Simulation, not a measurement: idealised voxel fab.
Documented hereafter: the process module known as voxel transistor to metal.
This is section cut - it's 170 nm across, gridded in 5 nm square cells.
In this document a cross-section is written as a grid of square cells. It is given as a series of bands, listed from the top down, and a band is one or more rows of cells. The band entry comprises the height of the band's top followed by the height of its bottom, expressed in nm, and subsequently the band's materials from left to right, each stated together with its width in nm. Where a single material is marked with the word "everywhere", that material fills the band from edge to edge. The word "blank" represents empty space. Counting heights begins at 0, where everything beneath is, in the wafer as received, one material. The lowest band has no bottom; it goes on downwards, as "0..down" shows. Width: "30..40" (first number = top row, second number = bottom row, same change from row to row of cells). A step reported as "changes: none" is a step in which no cell of the cross-section changed. What "Sealed voids" gives you is every empty space of 8 cells or more that is cut off from the top. Each appears as width x height at distance, with the distance taken from the left edge and width, height and distance all in nm. It should be noted that, on the line of a given step, the content following the step's settings is a remark produced by the simulator itself with respect to that step. Regarding "overlay nm": on a step with a mask, it is the distance the mask lay to the right of its planned place; a negative value places it to the left.
Planned step list for the process:
1,RECEIVE [material Si]
2,OXIDIZE [depth nm 5]
3,CONFORMAL_DEP [material SiN] [thk nm 15]
4,PATTERN [tone cover] [mask id ACTIVE] [material resist] [width nm 100] [thk nm 15] [overlay nm 0]
5,DIRECTIONAL_ETCH [etch materials SiN] [depth nm 15]
6,DIRECTIONAL_ETCH [etch materials SiO2] [depth nm 5]
7,DIRECTIONAL_ETCH [etch materials Si] [depth nm 25]
8,STRIP [etch materials resist]
9,OXIDIZE [depth nm 5]
10,FILL_DEP [material SiO2] [thk nm 5]
11,CMP [height nm 15]
12,SELECTIVE_ETCH [etch materials SiO2] [depth nm 5]
13,STRIP [etch materials SiN]
14,SELECTIVE_ETCH [etch materials SiO2] [depth nm 5]
15,OXIDIZE [depth nm 5]
16,DIRECTIONAL_DEP [material polySi] [thk nm 30]
17,DIRECTIONAL_DEP [material SiCN] [thk nm 10]
18,PATTERN [tone cover] [mask id GATE] [material resist] [width nm 20] [thk nm 15] [overlay nm 0]
19,DIRECTIONAL_ETCH [etch materials SiCN] [depth nm 20]
20,DIRECTIONAL_ETCH [etch materials polySi] [depth nm 40]
21,STRIP [etch materials resist]
22,CONFORMAL_DEP [material SiO2] [thk nm 5]
23,DIRECTIONAL_ETCH [etch materials SiO2] [depth nm 5]
24,CONFORMAL_DEP [material SiN] [thk nm 5]
25,DIRECTIONAL_ETCH [etch materials SiN] [depth nm 5]
26,DIRECTIONAL_ETCH [etch materials SiO2] [depth nm 5]
27,DIRECTIONAL_ETCH [etch materials Si] [depth nm 5]
28,EPI [material pSi] [thk nm 5]
29,FILL_DEP [material SiO2] [thk nm 10]
30,CMP [height nm 35]
31,DIRECTIONAL_DEP [material SiO2] [thk nm 15]
32,MASKED_ETCH [tone open] [mask id CONTACT] [width nm 30] [pitch nm 60] [etch materials SiO2] [depth nm 60] [overlay nm 0]
33,CONFORMAL_DEP [material TiN] [thk nm 5]
34,FILL_DEP [material W] [thk nm 5]
35,CMP [height nm 50]
36,CONFORMAL_DEP [material SiN] [thk nm 5]
37,DIRECTIONAL_DEP [material SiO2] [thk nm 15]
38,DIRECTIONAL_DEP [material aC] [thk nm 15]
39,PATTERN [tone open] [mask id METAL_1] [material resist] [width nm 20] [pitch nm 70] [thk nm 30] [overlay nm 0]
40,DIRECTIONAL_ETCH [etch materials aC] [depth nm 15]
41,STRIP [etch materials resist]
42,DIRECTIONAL_ETCH [etch materials SiO2] [depth nm 15]
43,DIRECTIONAL_ETCH [etch materials SiN] [depth nm 5]
44,STRIP [etch materials aC]
45,CONFORMAL_DEP [material TiN] [thk nm 5]
46,FILL_DEP [material Cu] [thk nm 5]
47,CMP [height nm 70]
48,CONFORMAL_DEP [material SiN] [thk nm 5]
Cross-sectional view of the wafer in its as-received condition, corresponding to the state after step 1:
    0..down  Si everywhere
    Sealed voids: none
Cross-section taken at module completion on the first of two wafers; processed per the plan:
    75..70  SiN everywhere
    70..55  40 of SiO2; 5 of TiN; 10 of Cu; 5 of TiN; 50 of SiO2; 5 of TiN; 10 of Cu; 5 of TiN; 40 of SiO2
    55..50  40 of SiN; 20 of TiN; 50 of SiN; 20 of TiN; 40 of SiN
    50..40  40 of SiO2; 5 of TiN; 20 of W; 5 of TiN; 30 of SiO2; 5 of TiN; 20 of W; 5 of TiN; 40 of SiO2
    40..35  40 of SiO2; 5 of TiN; 15 of W; 10 of TiN; 30 of SiO2; 10 of TiN; 15 of W; 5 of TiN; 40 of SiO2
    35..25  40 of SiO2; 5 of TiN; 15 of W; 5 of TiN; 5 of SiN; 5 of SiO2; 20 of SiCN; 5 of SiO2; 5 of SiN; 5 of TiN; 15 of W; 5 of TiN; 40 of SiO2
    25..5  40 of SiO2; 5 of TiN; 15 of W; 5 of TiN; 5 of SiN; 5 of SiO2; 20 of polySi; 5 of SiO2; 5 of SiN; 5 of TiN; 15 of W; 5 of TiN; 40 of SiO2
    5..-5  35 of SiO2; 5 of SiN; 5 of TiN; 15..10 of W; 5..10 of TiN; 5 of SiN; 5 of SiO2; 20 of polySi; 5 of SiO2; 5 of SiN; 5..10 of TiN; 15..10 of W; 5 of TiN; 5 of SiN; 35 of SiO2
    -5..-10  40 of SiO2; 20 of TiN; 5 of pSi; 40 of SiO2; 5 of pSi; 20 of TiN; 40 of SiO2
    -10..-15  40 of SiO2; 25 of pSi; 40 of Si; 25 of pSi; 40 of SiO2
    -15..-35  40 of SiO2; 90 of Si; 40 of SiO2
    -35..down  Si everywhere
    Sealed voids: none
Wafer two, sectioned after the module: the first wafer's start, the first wafer's plan, and one mistake in how it was run:
    75..70  SiN everywhere
    70..65  40 of SiN; 20 of TiN; 50 of SiN; 20 of TiN; 40 of SiN
    65..50  SiO2 everywhere
    50..40  40 of SiO2; 5 of TiN; 20 of W; 5 of TiN; 30 of SiO2; 5 of TiN; 20 of W; 5 of TiN; 40 of SiO2
    40..35  40 of SiO2; 5 of TiN; 15 of W; 10 of TiN; 30 of SiO2; 10 of TiN; 15 of W; 5 of TiN; 40 of SiO2
    35..25  40 of SiO2; 5 of TiN; 15 of W; 5 of TiN; 5 of SiN; 5 of SiO2; 20 of SiCN; 5 of SiO2; 5 of SiN; 5 of TiN; 15 of W; 5 of TiN; 40 of SiO2
    25..5  40 of SiO2; 5 of TiN; 15 of W; 5 of TiN; 5 of SiN; 5 of SiO2; 20 of polySi; 5 of SiO2; 5 of SiN; 5 of TiN; 15 of W; 5 of TiN; 40 of SiO2
    5..-5  35 of SiO2; 5 of SiN; 5 of TiN; 15..10 of W; 5..10 of TiN; 5 of SiN; 5 of SiO2; 20 of polySi; 5 of SiO2; 5 of SiN; 5..10 of TiN; 15..10 of W; 5 of TiN; 5 of SiN; 35 of SiO2
    -5..-10  40 of SiO2; 20 of TiN; 5 of pSi; 40 of SiO2; 5 of pSi; 20 of TiN; 40 of SiO2
    -10..-15  40 of SiO2; 25 of pSi; 40 of Si; 25 of pSi; 40 of SiO2
    -15..-35  40 of SiO2; 90 of Si; 40 of SiO2
    -35..down  Si everywhere
    Sealed voids: none
So what did we get wrong on this run? steps 36 and 37 got flipped, so each one ran where the other should have
The closing comparison, in cells, has the second wafer with more or fewer of some materials than the first: Cu -12; SiO2 +24; TiN -12
